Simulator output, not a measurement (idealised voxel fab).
Process module, titled voxel double patterning
Shown is cross-section cut, with a width of 250 nm and square cells of size 5 nm.
A cross-section is a grid of square cells, given in bands from the top down. A band is one or more rows of cells. Top, bottom (nm), then materials left to right with widths (nm); lone material tagged "edge to edge" fills the whole band edge to edge; "blank" = empty space. Height is counted from the level 0, under which the received wafer is composed throughout of one material. The lowest of the bands is not closed at the bottom but continues downward, in the notation "0 -> down". Top row gets the first number, bottom row gets the second, and each row in between changes by the same step: that is how a band width like "30 to 40" works. The designation "identical to before", where it is given for a processing step, indicates that no cell of the cross-section was altered in the course of that step. So "Sealed-off cavities" is basically the list of trapped voids: any empty space of 8 cells or more that can't reach the top through an opening. They're written width x height at distance, the distance being from the left edge, and it's all nm. What comes after the settings on a step's line is commentary from the simulator itself on that step. Regarding "overlay nm": on a step with a mask, it is the distance the mask lay to the right of its planned place; a negative value places it to the left.
# The planned process steps are enumerated hereunder
1: RECEIVE | material Si
2: CONFORMAL_DEP | material SiO2 | thk nm 10
3: DIRECTIONAL_DEP | material polySi | thk nm 20
4: DIRECTIONAL_DEP | material SiN | thk nm 5
5: MASKED_ETCH | tone open | mask id FIRST | width nm 15 | pitch nm 50 | etch materials SiN | depth nm 5 | overlay nm 0
6: MASKED_ETCH | tone open | mask id SECOND | width nm 15 | pitch nm 50 | etch materials SiN | depth nm 5 | overlay nm 0
7: DIRECTIONAL_ETCH | etch materials polySi | depth nm 20
8: STRIP | etch materials SiN
# First of the two wafers, run per plan
# Step 1 complete: cross-section of the wafer as received
	0 -> down  Si edge to edge
	Sealed-off cavities: none
# The wafer in cross-section once step 2 is complete
	10 -> 0  SiO2 edge to edge
	Nothing below the height 0 has changed.
# The wafer in cross-section once step 3 is complete
	30 -> 10  polySi edge to edge
	Nothing below the height 10 has changed.
# The wafer in cross-section once step 4 is complete
	35 -> 30  SiN edge to edge
	Nothing below the height 30 has changed.
# The wafer in cross-section once step 5 is complete
	35 -> 30  SiN: 65  blank: 15  SiN: 35  blank: 15  SiN: 35  blank: 15  SiN: 70
	Nothing below the height 30 has changed.
# The wafer in cross-section once step 6 is complete
	35 -> 30  SiN: 65  blank: 15  SiN: 10  blank: 15  SiN: 10  blank: 15  SiN: 10  blank: 15  SiN: 10  blank: 15  SiN: 70
	Nothing below the height 30 has changed.
# The wafer in cross-section once step 7 is complete
	35 -> 30  SiN: 65  blank: 15  SiN: 10  blank: 15  SiN: 10  blank: 15  SiN: 10  blank: 15  SiN: 10  blank: 15  SiN: 70
	30 -> 10  polySi: 65  blank: 15  polySi: 10  blank: 15  polySi: 10  blank: 15  polySi: 10  blank: 15  polySi: 10  blank: 15  polySi: 70
	Nothing below the height 10 has changed.
# The wafer in cross-section once step 8 is complete
	30 -> 10  polySi: 65  blank: 15  polySi: 10  blank: 15  polySi: 10  blank: 15  polySi: 10  blank: 15  polySi: 10  blank: 15  polySi: 70
	Nothing below the height 10 has changed.
# Second wafer - shared start and plan with the first - one error in running - same as the first up to step 2 inclusive
# Second wafer, section view, time point: scheduled end of step 3
	50 -> 10  polySi edge to edge
	Nothing below the height 10 has changed.
# Second wafer, section view, time point: scheduled end of step 4
	55 -> 50  SiN edge to edge
	Nothing below the height 50 has changed.
# Second wafer, section view, time point: scheduled end of step 5
	55 -> 50  SiN: 65  blank: 15  SiN: 35  blank: 15  SiN: 35  blank: 15  SiN: 70
	Nothing below the height 50 has changed.
# Second wafer, section view, time point: scheduled end of step 6
	55 -> 50  SiN: 65  blank: 15  SiN: 10  blank: 15  SiN: 10  blank: 15  SiN: 10  blank: 15  SiN: 10  blank: 15  SiN: 70
	Nothing below the height 50 has changed.
# Second wafer, section view, time point: scheduled end of step 7
	55 -> 50  SiN: 65  blank: 15  SiN: 10  blank: 15  SiN: 10  blank: 15  SiN: 10  blank: 15  SiN: 10  blank: 15  SiN: 70
	50 -> 30  polySi: 65  blank: 15  polySi: 10  blank: 15  polySi: 10  blank: 15  polySi: 10  blank: 15  polySi: 10  blank: 15  polySi: 70
	Nothing below the height 30 has changed.
# Second wafer, section view, time point: scheduled end of step 8
	50 -> 30  polySi: 65  blank: 15  polySi: 10  blank: 15  polySi: 10  blank: 15  polySi: 10  blank: 15  polySi: 10  blank: 15  polySi: 70
	Nothing below the height 30 has changed.
The plan and the run diverged here: the plan had its step 3 run twice
Per the end-of-run cell counts, the second wafer holds more or fewer of some materials than the first: +200 polySi
